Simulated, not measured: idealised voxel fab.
process module | voxel transistor to metal
cross-section cut | 210 nm wide | cells 5 nm
A cross-section is a grid of square cells, given in bands from the top down. A band is one or more rows of cells.
Each band's line starts with the height of the band's top and of its bottom, in nm. Then come its materials from left to right, each with its width in nm. One material with "throughout" fills the band from edge to edge. "air" is empty space.
Height 0 is the level under which the wafer as received is all one material. The lowest band goes on downwards, as in "0 down".
A width such as "30 to 40" changes by the same amount from each row of cells to the next, from the band's top row to its bottom row.
"no change" after a step means that no cell of the cross-section changed.
closed voids: empty space of 8 cells or more with no open way to the top, each as width x height at its distance from the left edge, in nm
after a step's settings: what the simulator itself notes on the step
overlay nm, on a step with a mask: how far to the right of its planned place the mask lay; to the left if negative
plan
1 op RECEIVE | material Si
2 op OXIDIZE | depth nm 5
3 op CONFORMAL_DEP | material SiN | thk nm 10
4 op PATTERN | tone cover | mask id ACTIVE | material resist | width nm 110 | thk nm 20 | overlay nm 0
5 op DIRECTIONAL_ETCH | etch materials SiN | depth nm 10
6 op DIRECTIONAL_ETCH | etch materials SiO2 | depth nm 5
7 op DIRECTIONAL_ETCH | etch materials Si | depth nm 30
8 op STRIP | etch materials resist
9 op OXIDIZE | depth nm 5
10 op FILL_DEP | material SiO2 | thk nm 10
11 op CMP | height nm 10
12 op SELECTIVE_ETCH | etch materials SiO2 | depth nm 5
13 op STRIP | etch materials SiN
14 op SELECTIVE_ETCH | etch materials SiO2 | depth nm 5
15 op OXIDIZE | depth nm 5
16 op DIRECTIONAL_DEP | material polySi | thk nm 20
17 op DIRECTIONAL_DEP | material SiCN | thk nm 10
18 op MASKED_ETCH | tone cover | mask id GATE | width nm 30 | etch materials SiCN | depth nm 20 | overlay nm 0
19 op MASKED_ETCH | tone cover | mask id GATE | width nm 30 | etch materials polySi | depth nm 30 | overlay nm 0
20 op CONFORMAL_DEP | material SiN | thk nm 5
21 op DIRECTIONAL_ETCH | etch materials SiN | depth nm 5
22 op DIRECTIONAL_ETCH | etch materials SiO2 | depth nm 5
23 op DIRECTIONAL_ETCH | etch materials Si | depth nm 15
24 op EPI | material pSi | thk nm 20
25 op FILL_DEP | material SiO2 | thk nm 10
26 op CMP | height nm 15
27 op STRIP | etch materials polySi
28 op SELECTIVE_ETCH | etch materials SiO2 | depth nm 5
29 op CONFORMAL_DEP | material HfO2 | thk nm 5
30 op CONFORMAL_DEP | material TiN | thk nm 5
31 op FILL_DEP | material W | thk nm 10
32 op CMP | height nm 10
33 op DIRECTIONAL_DEP | material SiO2 | thk nm 15
34 op MASKED_ETCH | tone open | mask id CONTACT | width nm 15 | pitch nm 75 | etch materials SiO2 | depth nm 30 | overlay nm 0
35 op CONFORMAL_DEP | material TiN | thk nm 5
36 op FILL_DEP | material Ru | thk nm 5
37 op CMP | height nm 25
38 op DIRECTIONAL_DEP | material TiN | thk nm 5
39 op DIRECTIONAL_DEP | material Ru | thk nm 20
40 op DIRECTIONAL_DEP | material aC | thk nm 15
41 op PATTERN | tone cover | mask id METAL_1 | material resist | width nm 15 | pitch nm 75 | thk nm 35 | overlay nm 0
42 op DIRECTIONAL_ETCH | etch materials aC | depth nm 15
43 op STRIP | etch materials resist
44 op DIRECTIONAL_ETCH | etch materials Ru | depth nm 20
45 op DIRECTIONAL_ETCH | etch materials TiN | depth nm 5
46 op STRIP | etch materials aC
47 op FILL_DEP | material lowk | thk nm 5
48 op CMP | height nm 50
49 op CONFORMAL_DEP | material SiN | thk nm 5
first wafer, as planned
as received, after step 1
  0 down: Si throughout
  closed voids: none
after step 2
  0 to -5: SiO2 throughout
  below -5: unchanged
after step 3
  10 to 0: SiN throughout
  below 0: unchanged
after step 4
  30 to 10: air 50 | resist 110 | air 50
  below 10: unchanged
after step 5
  30 to 10: air 50 | resist 110 | air 50
  10 to 0: air 50 | SiN 110 | air 50
  below 0: unchanged
after step 6
  30 to 10: air 50 | resist 110 | air 50
  10 to 0: air 50 | SiN 110 | air 50
  0 to -5: air 50 | SiO2 110 | air 50
  below -5: unchanged
after step 7
  30 to 10: air 50 | resist 110 | air 50
  10 to 0: air 50 | SiN 110 | air 50
  0 to -5: air 50 | SiO2 110 | air 50
  -5 to -35: air 50 | Si 110 | air 50
  below -35: unchanged
after step 8
  10 to 0: air 50 | SiN 110 | air 50
  below 0: unchanged
after step 9
  10 to 0: air 50 | SiN 110 | air 50
  0 to -5: air 50 | SiO2 110 | air 50
  -5 to -35: air 50 | SiO2 5 | Si 100 | SiO2 5 | air 50
  -35 to -40: SiO2 55 | Si 100 | SiO2 55
  below -40: unchanged
after step 10
  20 to 10: SiO2 throughout
  10 to 0: SiO2 50 | SiN 110 | SiO2 50
  0 to -5: SiO2 throughout
  -5 to -40: SiO2 55 | Si 100 | SiO2 55
  below -40: unchanged
after step 11
  10 to 0: SiO2 50 | SiN 110 | SiO2 50
  below 0: unchanged
after step 12
  10 to 5: air 50 | SiN 110 | air 50
  below 5: unchanged
after step 13
  5 to 0: SiO2 50 | air 110 | SiO2 50
  below 0: unchanged
after step 14
  0 to -5: SiO2 45 | air 120 | SiO2 45
  below -5: unchanged
after step 15
  0 to -5: SiO2 45 | air 120 | SiO2 45
  -5 to -10: SiO2 throughout
  below -10: unchanged
after step 16
  20 to 15: polySi 45 | air 120 | polySi 45
  15 to 0: polySi throughout
  0 to -5: SiO2 45 | polySi 120 | SiO2 45
  below -5: unchanged
after step 17
  30 to 25: SiCN 45 | air 120 | SiCN 45
  25 to 20: SiCN throughout
  20 to 15: polySi 45 | SiCN 120 | polySi 45
  below 15: unchanged
after step 18
  25 to 20: air 90 | SiCN 30 | air 90
  20 to 15: polySi 45 | air 45 | SiCN 30 | air 45 | polySi 45
  below 15: unchanged
after step 19
  25 to 15: air 90 | SiCN 30 | air 90
  15 to 0: air 90 | polySi 30 | air 90
  0 to -5: SiO2 45 | air 45 | polySi 30 | air 45 | SiO2 45
  below -5: unchanged
after step 20
  30 to 25: air 85 | SiN 40 | air 85
  25 to 15: air 85 | SiN 5 | SiCN 30 | SiN 5 | air 85
  15 to 5: air 85 | SiN 5 | polySi 30 | SiN 5 | air 85
  5 to 0: SiN 50 | air 35 | SiN 5 | polySi 30 | SiN 5 | air 35 | SiN 50
  0 to -5: SiO2 45 | SiN 45 | polySi 30 | SiN 45 | SiO2 45
  below -5: unchanged
after step 21
  25 to 15: air 85 | SiN 5 | SiCN 30 | SiN 5 | air 85
  15 to 0: air 85 | SiN 5 | polySi 30 | SiN 5 | air 85
  0 to -5: SiO2 45 | SiN 5 | air 35 | SiN 5 | polySi 30 | SiN 5 | air 35 | SiN 5 | SiO2 45
  below -5: unchanged
after step 22
  25 to 15: air 85 | SiN 5 | SiCN 30 | SiN 5 | air 85
  15 to 0: air 85 | SiN 5 | polySi 30 | SiN 5 | air 85
  0 to -5: air 45 | SiN 5 | air 35 | SiN 5 | polySi 30 | SiN 5 | air 35 | SiN 5 | air 45
  -5 to -10: SiO2 50 | air 35 | SiO2 40 | air 35 | SiO2 50
  below -10: unchanged
after step 23
  25 to 15: air 85 | SiN 5 | SiCN 30 | SiN 5 | air 85
  15 to 0: air 85 | SiN 5 | polySi 30 | SiN 5 | air 85
  0 to -5: air 45 | SiN 5 | air 35 | SiN 5 | polySi 30 | SiN 5 | air 35 | SiN 5 | air 45
  -5 to -10: SiO2 50 | air 35 | SiO2 40 | air 35 | SiO2 50
  -10 to -25: SiO2 55 | air 30 | Si 40 | air 30 | SiO2 55
  below -25: unchanged
after step 24
  25 to 15: air 85 | SiN 5 | SiCN 30 | SiN 5 | air 85
  15 to 10: air 85 | SiN 5 | polySi 30 | SiN 5 | air 85
  10 to 0: air 65 | pSi 20 | SiN 5 | polySi 30 | SiN 5 | pSi 20 | air 65
  0 to -5: air 45 | SiN 5 | air 15 | pSi 20 | SiN 5 | polySi 30 | SiN 5 | pSi 20 | air 15 | SiN 5 | air 45
  -5 to -10: SiO2 50 | pSi 35 | SiO2 40 | pSi 35 | SiO2 50
  -10 to -25: SiO2 55 | pSi 30 | Si 40 | pSi 30 | SiO2 55
  below -25: unchanged
after step 25
  35 to 25: SiO2 throughout
  25 to 15: SiO2 85 | SiN 5 | SiCN 30 | SiN 5 | SiO2 85
  15 to 10: SiO2 85 | SiN 5 | polySi 30 | SiN 5 | SiO2 85
  10 to 0: SiO2 65 | pSi 20 | SiN 5 | polySi 30 | SiN 5 | pSi 20 | SiO2 65
  0 to -5: SiO2 45 | SiN 5 | SiO2 15 | pSi 20 | SiN 5 | polySi 30 | SiN 5 | pSi 20 | SiO2 15 | SiN 5 | SiO2 45
  below -5: unchanged
after step 26
  15 to 10: SiO2 85 | SiN 5 | polySi 30 | SiN 5 | SiO2 85
  below 10: unchanged
after step 27
  15 to 10: SiO2 85 | SiN 5 | air 30 | SiN 5 | SiO2 85
  10 to 0: SiO2 65 | pSi 20 | SiN 5 | air 30 | SiN 5 | pSi 20 | SiO2 65
  0 to -5: SiO2 45 | SiN 5 | SiO2 15 | pSi 20 | SiN 5 | air 30 | SiN 5 | pSi 20 | SiO2 15 | SiN 5 | SiO2 45
  below -5: unchanged
after step 28
  15 to 10: air 85 | SiN 5 | air 30 | SiN 5 | air 85
  10 to 0: SiO2 65 | pSi 20 | SiN 5 | air 30 | SiN 5 | pSi 20 | SiO2 65
  0 to -5: SiO2 45 | SiN 5 | SiO2 15 | pSi 20 | SiN 5 | air 30 | SiN 5 | pSi 20 | SiO2 15 | SiN 5 | SiO2 45
  -5 to -10: SiO2 50 | pSi 35 | air 40 | pSi 35 | SiO2 50
  below -10: unchanged
after step 29
  20 to 15: air 80 | HfO2 15 | air 20 | HfO2 15 | air 80
  15 to 10: HfO2 85 | SiN 5 | HfO2 5 | air 20 | HfO2 5 | SiN 5 | HfO2 85
  10 to 0: SiO2 65 | pSi 20 | SiN 5 | HfO2 5 | air 20 | HfO2 5 | SiN 5 | pSi 20 | SiO2 65
  0 to -5: SiO2 45 | SiN 5 | SiO2 15 | pSi 20 | SiN 5 | HfO2 5 | air 20 | HfO2 5 | SiN 5 | pSi 20 | SiO2 15 | SiN 5 | SiO2 45
  -5 to -10: SiO2 50 | pSi 35 | HfO2 40 | pSi 35 | SiO2 50
  below -10: unchanged
after step 30
  25 to 20: air 75 | TiN 25 | air 10 | TiN 25 | air 75
  20 to 15: TiN 80 | HfO2 15 | TiN 5 | air 10 | TiN 5 | HfO2 15 | TiN 80
  15 to 10: HfO2 85 | SiN 5 | HfO2 5 | TiN 5 | air 10 | TiN 5 | HfO2 5 | SiN 5 | HfO2 85
  10 to 0: SiO2 65 | pSi 20 | SiN 5 | HfO2 5 | TiN 5 | air 10 | TiN 5 | HfO2 5 | SiN 5 | pSi 20 | SiO2 65
  0 to -5: SiO2 45 | SiN 5 | SiO2 15 | pSi 20 | SiN 5 | HfO2 5 | TiN 20 | HfO2 5 | SiN 5 | pSi 20 | SiO2 15 | SiN 5 | SiO2 45
  below -5: unchanged
after step 31
  35 to 25: W throughout
  25 to 20: W 75 | TiN 25 | W 10 | TiN 25 | W 75
  20 to 15: TiN 80 | HfO2 15 | TiN 5 | W 10 | TiN 5 | HfO2 15 | TiN 80
  15 to 10: HfO2 85 | SiN 5 | HfO2 5 | TiN 5 | W 10 | TiN 5 | HfO2 5 | SiN 5 | HfO2 85
  10 to 0: SiO2 65 | pSi 20 | SiN 5 | HfO2 5 | TiN 5 | W 10 | TiN 5 | HfO2 5 | SiN 5 | pSi 20 | SiO2 65
  below 0: unchanged
after step 32
  10 to 0: SiO2 65 | pSi 20 | SiN 5 | HfO2 5 | TiN 5 | W 10 | TiN 5 | HfO2 5 | SiN 5 | pSi 20 | SiO2 65
  below 0: unchanged
after step 33
  25 to 10: SiO2 throughout
  below 10: unchanged
after step 34
  25 to 10: SiO2 60 | air 15 | SiO2 60 | air 15 | SiO2 60
  10 to 0: SiO2 60 | air 5 | pSi 20 | SiN 5 | HfO2 5 | TiN 5 | W 10 | TiN 5 | HfO2 5 | SiN 5 | pSi 20 | air 5 | SiO2 60
  0 to -5: SiO2 45 | SiN 5 | SiO2 10 | air 5 | pSi 20 | SiN 5 | HfO2 5 | TiN 20 | HfO2 5 | SiN 5 | pSi 20 | air 5 | SiO2 10 | SiN 5 | SiO2 45
  below -5: unchanged
after step 35
  30 to 25: TiN 65 | air 5 | TiN 70 | air 5 | TiN 65
  25 to 15: SiO2 60 | TiN 5 | air 5 | TiN 5 | SiO2 60 | TiN 5 | air 5 | TiN 5 | SiO2 60
  15 to 10: SiO2 60 | TiN 15 | SiO2 60 | TiN 15 | SiO2 60
  10 to 0: SiO2 60 | TiN 5 | pSi 20 | SiN 5 | HfO2 5 | TiN 5 | W 10 | TiN 5 | HfO2 5 | SiN 5 | pSi 20 | TiN 5 | SiO2 60
  0 to -5: SiO2 45 | SiN 5 | SiO2 10 | TiN 5 | pSi 20 | SiN 5 | HfO2 5 | TiN 20 | HfO2 5 | SiN 5 | pSi 20 | TiN 5 | SiO2 10 | SiN 5 | SiO2 45
  below -5: unchanged
after step 36
  35 to 30: Ru throughout
  30 to 25: TiN 65 | Ru 5 | TiN 70 | Ru 5 | TiN 65
  25 to 15: SiO2 60 | TiN 5 | Ru 5 | TiN 5 | SiO2 60 | TiN 5 | Ru 5 | TiN 5 | SiO2 60
  below 15: unchanged
after step 37
  25 to 15: SiO2 60 | TiN 5 | Ru 5 | TiN 5 | SiO2 60 | TiN 5 | Ru 5 | TiN 5 | SiO2 60
  below 15: unchanged
after step 38
  30 to 25: TiN throughout
  below 25: unchanged
after step 39
  50 to 30: Ru throughout
  below 30: unchanged
after step 40
  65 to 50: aC throughout
  below 50: unchanged
after step 41
  100 to 65: air 60 | resist 15 | air 60 | resist 15 | air 60
  below 65: unchanged
after step 42
  85 to 65: air 60 | resist 15 | air 60 | resist 15 | air 60
  65 to 50: air 60 | aC 15 | air 60 | aC 15 | air 60
  below 50: unchanged
after step 43
  65 to 50: air 60 | aC 15 | air 60 | aC 15 | air 60
  below 50: unchanged
after step 44
  65 to 50: air 60 | aC 15 | air 60 | aC 15 | air 60
  50 to 30: air 60 | Ru 15 | air 60 | Ru 15 | air 60
  below 30: unchanged
after step 45
  65 to 50: air 60 | aC 15 | air 60 | aC 15 | air 60
  50 to 30: air 60 | Ru 15 | air 60 | Ru 15 | air 60
  30 to 25: air 60 | TiN 15 | air 60 | TiN 15 | air 60
  below 25: unchanged
after step 46
  50 to 30: air 60 | Ru 15 | air 60 | Ru 15 | air 60
  below 30: unchanged
after step 47
  55 to 50: lowk throughout
  50 to 30: lowk 60 | Ru 15 | lowk 60 | Ru 15 | lowk 60
  30 to 25: lowk 60 | TiN 15 | lowk 60 | TiN 15 | lowk 60
  below 25: unchanged
after step 48
  50 to 30: lowk 60 | Ru 15 | lowk 60 | Ru 15 | lowk 60
  below 30: unchanged
after step 49
  55 to 50: SiN throughout
  below 50: unchanged
second wafer: like start, like plan, one mistake. Through step 6 it matches the first wafer
when step 7 should have ended
  30 to 10: air 50 | resist 110 | air 50
  10 to 0: air 50 | SiN 110 | air 50
  0 to -5: air 50 | SiO2 110 | air 50
  -5 to -65: air 50 | Si 110 | air 50
  below -65: unchanged
when step 8 should have ended
  10 to 0: air 50 | SiN 110 | air 50
  below 0: unchanged
when step 9 should have ended
  10 to 0: air 50 | SiN 110 | air 50
  0 to -5: air 50 | SiO2 110 | air 50
  -5 to -65: air 50 | SiO2 5 | Si 100 | SiO2 5 | air 50
  -65 to -70: SiO2 55 | Si 100 | SiO2 55
  below -70: unchanged
when step 10 should have ended
  20 to 10: SiO2 throughout
  10 to 0: SiO2 50 | SiN 110 | SiO2 50
  0 to -5: SiO2 throughout
  -5 to -70: SiO2 55 | Si 100 | SiO2 55
  below -70: unchanged
when step 11 should have ended
  10 to 0: SiO2 50 | SiN 110 | SiO2 50
  below 0: unchanged
when step 12 should have ended
  10 to 5: air 50 | SiN 110 | air 50
  below 5: unchanged
when step 13 should have ended
  5 to 0: SiO2 50 | air 110 | SiO2 50
  below 0: unchanged
when step 14 should have ended
  0 to -5: SiO2 45 | air 120 | SiO2 45
  below -5: unchanged
when step 15 should have ended
  0 to -5: SiO2 45 | air 120 | SiO2 45
  -5 to -10: SiO2 throughout
  below -10: unchanged
when step 16 should have ended
  20 to 15: polySi 45 | air 120 | polySi 45
  15 to 0: polySi throughout
  0 to -5: SiO2 45 | polySi 120 | SiO2 45
  below -5: unchanged
when step 17 should have ended
  30 to 25: SiCN 45 | air 120 | SiCN 45
  25 to 20: SiCN throughout
  20 to 15: polySi 45 | SiCN 120 | polySi 45
  below 15: unchanged
when step 18 should have ended
  25 to 20: air 90 | SiCN 30 | air 90
  20 to 15: polySi 45 | air 45 | SiCN 30 | air 45 | polySi 45
  below 15: unchanged
when step 19 should have ended
  25 to 15: air 90 | SiCN 30 | air 90
  15 to 0: air 90 | polySi 30 | air 90
  0 to -5: SiO2 45 | air 45 | polySi 30 | air 45 | SiO2 45
  below -5: unchanged
when step 20 should have ended
  30 to 25: air 85 | SiN 40 | air 85
  25 to 15: air 85 | SiN 5 | SiCN 30 | SiN 5 | air 85
  15 to 5: air 85 | SiN 5 | polySi 30 | SiN 5 | air 85
  5 to 0: SiN 50 | air 35 | SiN 5 | polySi 30 | SiN 5 | air 35 | SiN 50
  0 to -5: SiO2 45 | SiN 45 | polySi 30 | SiN 45 | SiO2 45
  below -5: unchanged
when step 21 should have ended
  25 to 15: air 85 | SiN 5 | SiCN 30 | SiN 5 | air 85
  15 to 0: air 85 | SiN 5 | polySi 30 | SiN 5 | air 85
  0 to -5: SiO2 45 | SiN 5 | air 35 | SiN 5 | polySi 30 | SiN 5 | air 35 | SiN 5 | SiO2 45
  below -5: unchanged
when step 22 should have ended
  25 to 15: air 85 | SiN 5 | SiCN 30 | SiN 5 | air 85
  15 to 0: air 85 | SiN 5 | polySi 30 | SiN 5 | air 85
  0 to -5: air 45 | SiN 5 | air 35 | SiN 5 | polySi 30 | SiN 5 | air 35 | SiN 5 | air 45
  -5 to -10: SiO2 50 | air 35 | SiO2 40 | air 35 | SiO2 50
  below -10: unchanged
when step 23 should have ended
  25 to 15: air 85 | SiN 5 | SiCN 30 | SiN 5 | air 85
  15 to 0: air 85 | SiN 5 | polySi 30 | SiN 5 | air 85
  0 to -5: air 45 | SiN 5 | air 35 | SiN 5 | polySi 30 | SiN 5 | air 35 | SiN 5 | air 45
  -5 to -10: SiO2 50 | air 35 | SiO2 40 | air 35 | SiO2 50
  -10 to -25: SiO2 55 | air 30 | Si 40 | air 30 | SiO2 55
  below -25: unchanged
when step 24 should have ended
  25 to 15: air 85 | SiN 5 | SiCN 30 | SiN 5 | air 85
  15 to 10: air 85 | SiN 5 | polySi 30 | SiN 5 | air 85
  10 to 0: air 65 | pSi 20 | SiN 5 | polySi 30 | SiN 5 | pSi 20 | air 65
  0 to -5: air 45 | SiN 5 | air 15 | pSi 20 | SiN 5 | polySi 30 | SiN 5 | pSi 20 | air 15 | SiN 5 | air 45
  -5 to -10: SiO2 50 | pSi 35 | SiO2 40 | pSi 35 | SiO2 50
  -10 to -25: SiO2 55 | pSi 30 | Si 40 | pSi 30 | SiO2 55
  below -25: unchanged
when step 25 should have ended
  35 to 25: SiO2 throughout
  25 to 15: SiO2 85 | SiN 5 | SiCN 30 | SiN 5 | SiO2 85
  15 to 10: SiO2 85 | SiN 5 | polySi 30 | SiN 5 | SiO2 85
  10 to 0: SiO2 65 | pSi 20 | SiN 5 | polySi 30 | SiN 5 | pSi 20 | SiO2 65
  0 to -5: SiO2 45 | SiN 5 | SiO2 15 | pSi 20 | SiN 5 | polySi 30 | SiN 5 | pSi 20 | SiO2 15 | SiN 5 | SiO2 45
  below -5: unchanged
when step 26 should have ended
  15 to 10: SiO2 85 | SiN 5 | polySi 30 | SiN 5 | SiO2 85
  below 10: unchanged
when step 27 should have ended
  15 to 10: SiO2 85 | SiN 5 | air 30 | SiN 5 | SiO2 85
  10 to 0: SiO2 65 | pSi 20 | SiN 5 | air 30 | SiN 5 | pSi 20 | SiO2 65
  0 to -5: SiO2 45 | SiN 5 | SiO2 15 | pSi 20 | SiN 5 | air 30 | SiN 5 | pSi 20 | SiO2 15 | SiN 5 | SiO2 45
  below -5: unchanged
when step 28 should have ended
  15 to 10: air 85 | SiN 5 | air 30 | SiN 5 | air 85
  10 to 0: SiO2 65 | pSi 20 | SiN 5 | air 30 | SiN 5 | pSi 20 | SiO2 65
  0 to -5: SiO2 45 | SiN 5 | SiO2 15 | pSi 20 | SiN 5 | air 30 | SiN 5 | pSi 20 | SiO2 15 | SiN 5 | SiO2 45
  -5 to -10: SiO2 50 | pSi 35 | air 40 | pSi 35 | SiO2 50
  below -10: unchanged
when step 29 should have ended
  20 to 15: air 80 | HfO2 15 | air 20 | HfO2 15 | air 80
  15 to 10: HfO2 85 | SiN 5 | HfO2 5 | air 20 | HfO2 5 | SiN 5 | HfO2 85
  10 to 0: SiO2 65 | pSi 20 | SiN 5 | HfO2 5 | air 20 | HfO2 5 | SiN 5 | pSi 20 | SiO2 65
  0 to -5: SiO2 45 | SiN 5 | SiO2 15 | pSi 20 | SiN 5 | HfO2 5 | air 20 | HfO2 5 | SiN 5 | pSi 20 | SiO2 15 | SiN 5 | SiO2 45
  -5 to -10: SiO2 50 | pSi 35 | HfO2 40 | pSi 35 | SiO2 50
  below -10: unchanged
when step 30 should have ended
  25 to 20: air 75 | TiN 25 | air 10 | TiN 25 | air 75
  20 to 15: TiN 80 | HfO2 15 | TiN 5 | air 10 | TiN 5 | HfO2 15 | TiN 80
  15 to 10: HfO2 85 | SiN 5 | HfO2 5 | TiN 5 | air 10 | TiN 5 | HfO2 5 | SiN 5 | HfO2 85
  10 to 0: SiO2 65 | pSi 20 | SiN 5 | HfO2 5 | TiN 5 | air 10 | TiN 5 | HfO2 5 | SiN 5 | pSi 20 | SiO2 65
  0 to -5: SiO2 45 | SiN 5 | SiO2 15 | pSi 20 | SiN 5 | HfO2 5 | TiN 20 | HfO2 5 | SiN 5 | pSi 20 | SiO2 15 | SiN 5 | SiO2 45
  below -5: unchanged
when step 31 should have ended
  35 to 25: W throughout
  25 to 20: W 75 | TiN 25 | W 10 | TiN 25 | W 75
  20 to 15: TiN 80 | HfO2 15 | TiN 5 | W 10 | TiN 5 | HfO2 15 | TiN 80
  15 to 10: HfO2 85 | SiN 5 | HfO2 5 | TiN 5 | W 10 | TiN 5 | HfO2 5 | SiN 5 | HfO2 85
  10 to 0: SiO2 65 | pSi 20 | SiN 5 | HfO2 5 | TiN 5 | W 10 | TiN 5 | HfO2 5 | SiN 5 | pSi 20 | SiO2 65
  below 0: unchanged
when step 32 should have ended
  10 to 0: SiO2 65 | pSi 20 | SiN 5 | HfO2 5 | TiN 5 | W 10 | TiN 5 | HfO2 5 | SiN 5 | pSi 20 | SiO2 65
  below 0: unchanged
when step 33 should have ended
  25 to 10: SiO2 throughout
  below 10: unchanged
when step 34 should have ended
  25 to 10: SiO2 60 | air 15 | SiO2 60 | air 15 | SiO2 60
  10 to 0: SiO2 60 | air 5 | pSi 20 | SiN 5 | HfO2 5 | TiN 5 | W 10 | TiN 5 | HfO2 5 | SiN 5 | pSi 20 | air 5 | SiO2 60
  0 to -5: SiO2 45 | SiN 5 | SiO2 10 | air 5 | pSi 20 | SiN 5 | HfO2 5 | TiN 20 | HfO2 5 | SiN 5 | pSi 20 | air 5 | SiO2 10 | SiN 5 | SiO2 45
  below -5: unchanged
when step 35 should have ended
  30 to 25: TiN 65 | air 5 | TiN 70 | air 5 | TiN 65
  25 to 15: SiO2 60 | TiN 5 | air 5 | TiN 5 | SiO2 60 | TiN 5 | air 5 | TiN 5 | SiO2 60
  15 to 10: SiO2 60 | TiN 15 | SiO2 60 | TiN 15 | SiO2 60
  10 to 0: SiO2 60 | TiN 5 | pSi 20 | SiN 5 | HfO2 5 | TiN 5 | W 10 | TiN 5 | HfO2 5 | SiN 5 | pSi 20 | TiN 5 | SiO2 60
  0 to -5: SiO2 45 | SiN 5 | SiO2 10 | TiN 5 | pSi 20 | SiN 5 | HfO2 5 | TiN 20 | HfO2 5 | SiN 5 | pSi 20 | TiN 5 | SiO2 10 | SiN 5 | SiO2 45
  below -5: unchanged
when step 36 should have ended
  35 to 30: Ru throughout
  30 to 25: TiN 65 | Ru 5 | TiN 70 | Ru 5 | TiN 65
  25 to 15: SiO2 60 | TiN 5 | Ru 5 | TiN 5 | SiO2 60 | TiN 5 | Ru 5 | TiN 5 | SiO2 60
  below 15: unchanged
when step 37 should have ended
  25 to 15: SiO2 60 | TiN 5 | Ru 5 | TiN 5 | SiO2 60 | TiN 5 | Ru 5 | TiN 5 | SiO2 60
  below 15: unchanged
when step 38 should have ended
  30 to 25: TiN throughout
  below 25: unchanged
when step 39 should have ended
  50 to 30: Ru throughout
  below 30: unchanged
when step 40 should have ended
  65 to 50: aC throughout
  below 50: unchanged
when step 41 should have ended
  100 to 65: air 60 | resist 15 | air 60 | resist 15 | air 60
  below 65: unchanged
when step 42 should have ended
  85 to 65: air 60 | resist 15 | air 60 | resist 15 | air 60
  65 to 50: air 60 | aC 15 | air 60 | aC 15 | air 60
  below 50: unchanged
when step 43 should have ended
  65 to 50: air 60 | aC 15 | air 60 | aC 15 | air 60
  below 50: unchanged
when step 44 should have ended
  65 to 50: air 60 | aC 15 | air 60 | aC 15 | air 60
  50 to 30: air 60 | Ru 15 | air 60 | Ru 15 | air 60
  below 30: unchanged
when step 45 should have ended
  65 to 50: air 60 | aC 15 | air 60 | aC 15 | air 60
  50 to 30: air 60 | Ru 15 | air 60 | Ru 15 | air 60
  30 to 25: air 60 | TiN 15 | air 60 | TiN 15 | air 60
  below 25: unchanged
when step 46 should have ended
  50 to 30: air 60 | Ru 15 | air 60 | Ru 15 | air 60
  below 30: unchanged
when step 47 should have ended
  55 to 50: lowk throughout
  50 to 30: lowk 60 | Ru 15 | lowk 60 | Ru 15 | lowk 60
  30 to 25: lowk 60 | TiN 15 | lowk 60 | TiN 15 | lowk 60
  below 25: unchanged
when step 48 should have ended
  50 to 30: lowk 60 | Ru 15 | lowk 60 | Ru 15 | lowk 60
  below 30: unchanged
when step 49 should have ended
  55 to 50: SiN throughout
  below 50: unchanged
what went wrong: step 7 was run twice
at the end the second wafer has, in cells: 132 fewer of Si | 132 more of SiO2
